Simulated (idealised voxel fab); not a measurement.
A process module follows: voxel quadruple lines.
For reference, the cross-section in this document is cut, with width 215 nm and square cells of 5 nm.
Throughout this document, each cross-section is represented as a grid of square cells and is presented as a sequence of bands enumerated from the top downward, where a band comprises one or more rows of cells. In this notation a band is specified by the heights of its top and bottom, in that order and in nm, after which its materials appear from left to right, each paired with its width in nm. The word "throughout" attached to a single material means that material fills the band from edge to edge; the word "empty" stands for empty space. Heights are measured from 0, the level below which the as-received wafer is all one material; the lowest band has no bottom and continues downward, written as in "0 down". A width such as "30..40" changes by the same amount from each row of cells to the next, from the band's top row to its bottom row. Any step labelled "nothing altered" changed none of the cells in the cross-section. "Entrapped voids" enumerates empty spaces isolated from the top, with no open way to it, that contain at least 8 cells, giving each as width x height at distance from the left edge, all three in nm. On a step's line, text after the settings is the simulator commenting on that step. The "overlay nm" setting may appear on a step's line; for a step that uses a mask, it gives how far to the right of its planned position the mask lay, and a negative value indicates the left.
## Planned process steps
1,RECEIVE (material Si)
2,CONFORMAL_DEP (material SiO2; thk nm 10)
3,DIRECTIONAL_DEP (material Ru; thk nm 15)
4,DIRECTIONAL_DEP (material polySi; thk nm 20)
5,DIRECTIONAL_DEP (material aC; thk nm 25)
6,PATTERN (tone cover; mask id MANDREL; material resist; width nm 20; pitch nm 60; thk nm 35; overlay nm 0)
7,DIRECTIONAL_ETCH (etch materials aC; depth nm 25)
8,STRIP (etch materials resist)
9,CONFORMAL_DEP (material SiO2; thk nm 10)
10,DIRECTIONAL_ETCH (etch materials SiO2; depth nm 10)
11,STRIP (etch materials aC)
12,DIRECTIONAL_ETCH (etch materials polySi; depth nm 20)
13,STRIP (etch materials SiO2)
14,CONFORMAL_DEP (material SiN; thk nm 5)
15,DIRECTIONAL_ETCH (etch materials SiN; depth nm 5)
16,STRIP (etch materials polySi)
17,DIRECTIONAL_ETCH (etch materials Ru; depth nm 15)
18,STRIP (etch materials SiN)
## First wafer of two (run as planned)
## Cross-sectional view of the wafer in its as-received condition, corresponding to the state after step 1
> 0 down | Si throughout
> Entrapped voids: none
## Cross-sectional representation of the wafer at the conclusion of step 2
> 10 to 0 | SiO2 throughout
> Under 0: no change, same as before.
## Cross-sectional representation of the wafer at the conclusion of step 3
> 25 to 10 | Ru throughout
> Under 10: no change, same as before.
## Cross-sectional representation of the wafer at the conclusion of step 4
> 45 to 25 | polySi throughout
> Under 25: no change, same as before.
## Cross-sectional representation of the wafer at the conclusion of step 5
> 70 to 45 | aC throughout
> Under 45: no change, same as before.
## Cross-sectional representation of the wafer at the conclusion of step 6
> 105 to 70 | 65 nm empty | 20 nm resist | 40 nm empty | 20 nm resist | 70 nm empty
> Under 70: no change, same as before.
## Cross-sectional representation of the wafer at the conclusion of step 7
> 80 to 70 | 65 nm empty | 20 nm resist | 40 nm empty | 20 nm resist | 70 nm empty
> 70 to 45 | 65 nm empty | 20 nm aC | 40 nm empty | 20 nm aC | 70 nm empty
> Under 45: no change, same as before.
## Cross-sectional representation of the wafer at the conclusion of step 8
> 70 to 45 | 65 nm empty | 20 nm aC | 40 nm empty | 20 nm aC | 70 nm empty
> Under 45: no change, same as before.
## Cross-sectional representation of the wafer at the conclusion of step 9
> 80 to 70 | 55 nm empty | 40 nm SiO2 | 20 nm empty | 40 nm SiO2 | 60 nm empty
> 70 to 55 | 55 nm empty | 10 nm SiO2 | 20 nm aC | 10 nm SiO2 | 20 nm empty | 10 nm SiO2 | 20 nm aC | 10 nm SiO2 | 60 nm empty
> 55 to 45 | 65 nm SiO2 | 20 nm aC | 40 nm SiO2 | 20 nm aC | 70 nm SiO2
> Under 45: no change, same as before.
## Cross-sectional representation of the wafer at the conclusion of step 10
> 70 to 45 | 55 nm empty | 10 nm SiO2 | 20 nm aC | 10 nm SiO2 | 20 nm empty | 10 nm SiO2 | 20 nm aC | 10 nm SiO2 | 60 nm empty
> Under 45: no change, same as before.
## Cross-sectional representation of the wafer at the conclusion of step 11
> 70 to 45 | 55 nm empty | 10 nm SiO2 | 20 nm empty | 10 nm SiO2 | 20 nm empty | 10 nm SiO2 | 20 nm empty | 10 nm SiO2 | 60 nm empty
> Under 45: no change, same as before.
## Cross-sectional representation of the wafer at the conclusion of step 12
> 70 to 45 | 55 nm empty | 10 nm SiO2 | 20 nm empty | 10 nm SiO2 | 20 nm empty | 10 nm SiO2 | 20 nm empty | 10 nm SiO2 | 60 nm empty
> 45 to 25 | 55 nm empty | 10 nm polySi | 20 nm empty | 10 nm polySi | 20 nm empty | 10 nm polySi | 20 nm empty | 10 nm polySi | 60 nm empty
> Under 25: no change, same as before.
## Cross-sectional representation of the wafer at the conclusion of step 13
> 45 to 25 | 55 nm empty | 10 nm polySi | 20 nm empty | 10 nm polySi | 20 nm empty | 10 nm polySi | 20 nm empty | 10 nm polySi | 60 nm empty
> Under 25: no change, same as before.
## Cross-sectional representation of the wafer at the conclusion of step 14
> 50 to 45 | 50 nm empty | 20 nm SiN | 10 nm empty | 20 nm SiN | 10 nm empty | 20 nm SiN | 10 nm empty | 20 nm SiN | 55 nm empty
> 45 to 30 | 50 nm empty | 5 nm SiN | 10 nm polySi | 5 nm SiN | 10 nm empty | 5 nm SiN | 10 nm polySi | 5 nm SiN | 10 nm empty | 5 nm SiN | 10 nm polySi | 5 nm SiN | 10 nm empty | 5 nm SiN | 10 nm polySi | 5 nm SiN | 55 nm empty
> 30 to 25 | 55 nm SiN | 10 nm polySi | 20 nm SiN | 10 nm polySi | 20 nm SiN | 10 nm polySi | 20 nm SiN | 10 nm polySi | 60 nm SiN
> Under 25: no change, same as before.
## Cross-sectional representation of the wafer at the conclusion of step 15
> 45 to 25 | 50 nm empty | 5 nm SiN | 10 nm polySi | 5 nm SiN | 10 nm empty | 5 nm SiN | 10 nm polySi | 5 nm SiN | 10 nm empty | 5 nm SiN | 10 nm polySi | 5 nm SiN | 10 nm empty | 5 nm SiN | 10 nm polySi | 5 nm SiN | 55 nm empty
> Under 25: no change, same as before.
## Cross-sectional representation of the wafer at the conclusion of step 16
> 45 to 25 | 50 nm empty | 5 nm SiN | 10 nm empty | 5 nm SiN | 10 nm empty | 5 nm SiN | 10 nm empty | 5 nm SiN | 10 nm empty | 5 nm SiN | 10 nm empty | 5 nm SiN | 10 nm empty | 5 nm SiN | 10 nm empty | 5 nm SiN | 55 nm empty
> Under 25: no change, same as before.
## Cross-sectional representation of the wafer at the conclusion of step 17
> 45 to 25 | 50 nm empty | 5 nm SiN | 10 nm empty | 5 nm SiN | 10 nm empty | 5 nm SiN | 10 nm empty | 5 nm SiN | 10 nm empty | 5 nm SiN | 10 nm empty | 5 nm SiN | 10 nm empty | 5 nm SiN | 10 nm empty | 5 nm SiN | 55 nm empty
> 25 to 10 | 50 nm empty | 5 nm Ru | 10 nm empty | 5 nm Ru | 10 nm empty | 5 nm Ru | 10 nm empty | 5 nm Ru | 10 nm empty | 5 nm Ru | 10 nm empty | 5 nm Ru | 10 nm empty | 5 nm Ru | 10 nm empty | 5 nm Ru | 55 nm empty
> Under 10: no change, same as before.
## Cross-sectional representation of the wafer at the conclusion of step 18
> 25 to 10 | 50 nm empty | 5 nm Ru | 10 nm empty | 5 nm Ru | 10 nm empty | 5 nm Ru | 10 nm empty | 5 nm Ru | 10 nm empty | 5 nm Ru | 10 nm empty | 5 nm Ru | 10 nm empty | 5 nm Ru | 10 nm empty | 5 nm Ru | 55 nm empty
> Under 10: no change, same as before.
## Second wafer - shared start and plan with the first - one error in running - same as the first up to step 5 inclusive
## Second wafer, section view, time point: scheduled end of step 6
> 105 to 70 | 65 nm resist | 20 nm empty | 40 nm resist | 20 nm empty | 70 nm resist
> Under 70: no change, same as before.
## Second wafer, section view, time point: scheduled end of step 7
> 80 to 70 | 65 nm resist | 20 nm empty | 40 nm resist | 20 nm empty | 70 nm resist
> 70 to 45 | 65 nm aC | 20 nm empty | 40 nm aC | 20 nm empty | 70 nm aC
> Under 45: no change, same as before.
## Second wafer, section view, time point: scheduled end of step 8
> 70 to 45 | 65 nm aC | 20 nm empty | 40 nm aC | 20 nm empty | 70 nm aC
> Under 45: no change, same as before.
## Second wafer, section view, time point: scheduled end of step 9
> 80 to 70 | SiO2 throughout
> 70 to 45 | 65 nm aC | 20 nm SiO2 | 40 nm aC | 20 nm SiO2 | 70 nm aC
> Under 45: no change, same as before.
## Second wafer, section view, time point: scheduled end of step 10
> 70 to 45 | 65 nm aC | 20 nm SiO2 | 40 nm aC | 20 nm SiO2 | 70 nm aC
> Under 45: no change, same as before.
## Second wafer, section view, time point: scheduled end of step 11
> 70 to 45 | 65 nm empty | 20 nm SiO2 | 40 nm empty | 20 nm SiO2 | 70 nm empty
> Under 45: no change, same as before.
## Second wafer, section view, time point: scheduled end of step 12
> 70 to 45 | 65 nm empty | 20 nm SiO2 | 40 nm empty | 20 nm SiO2 | 70 nm empty
> 45 to 25 | 65 nm empty | 20 nm polySi | 40 nm empty | 20 nm polySi | 70 nm empty
> Under 25: no change, same as before.
## Second wafer, section view, time point: scheduled end of step 13
> 45 to 25 | 65 nm empty | 20 nm polySi | 40 nm empty | 20 nm polySi | 70 nm empty
> Under 25: no change, same as before.
## Second wafer, section view, time point: scheduled end of step 14
> 50 to 45 | 60 nm empty | 30 nm SiN | 30 nm empty | 30 nm SiN | 65 nm empty
> 45 to 30 | 60 nm empty | 5 nm SiN | 20 nm polySi | 5 nm SiN | 30 nm empty | 5 nm SiN | 20 nm polySi | 5 nm SiN | 65 nm empty
> 30 to 25 | 65 nm SiN | 20 nm polySi | 40 nm SiN | 20 nm polySi | 70 nm SiN
> Under 25: no change, same as before.
## Second wafer, section view, time point: scheduled end of step 15
> 45 to 25 | 60 nm empty | 5 nm SiN | 20 nm polySi | 5 nm SiN | 30 nm empty | 5 nm SiN | 20 nm polySi | 5 nm SiN | 65 nm empty
> Under 25: no change, same as before.
## Second wafer, section view, time point: scheduled end of step 16
> 45 to 25 | 60 nm empty | 5 nm SiN | 20 nm empty | 5 nm SiN | 30 nm empty | 5 nm SiN | 20 nm empty | 5 nm SiN | 65 nm empty
> Under 25: no change, same as before.
## Second wafer, section view, time point: scheduled end of step 17
> 45 to 25 | 60 nm empty | 5 nm SiN | 20 nm empty | 5 nm SiN | 30 nm empty | 5 nm SiN | 20 nm empty | 5 nm SiN | 65 nm empty
> 25 to 10 | 60 nm empty | 5 nm Ru | 20 nm empty | 5 nm Ru | 30 nm empty | 5 nm Ru | 20 nm empty | 5 nm Ru | 65 nm empty
> Under 10: no change, same as before.
## Second wafer, section view, time point: scheduled end of step 18
> 25 to 10 | 60 nm empty | 5 nm Ru | 20 nm empty | 5 nm Ru | 30 nm empty | 5 nm Ru | 20 nm empty | 5 nm Ru | 65 nm empty
> Under 10: no change, same as before.
Deviation from plan: step 6 went in with a setting other than planned; the actual run was PATTERN (tone open; mask id MANDREL; material resist; width nm 20; pitch nm 60; thk nm 35; overlay nm 0)
It is noted that, at the conclusion of processing, the second wafer exhibits a higher or lower cell count for certain materials relative to the first: 12 fewer of Ru
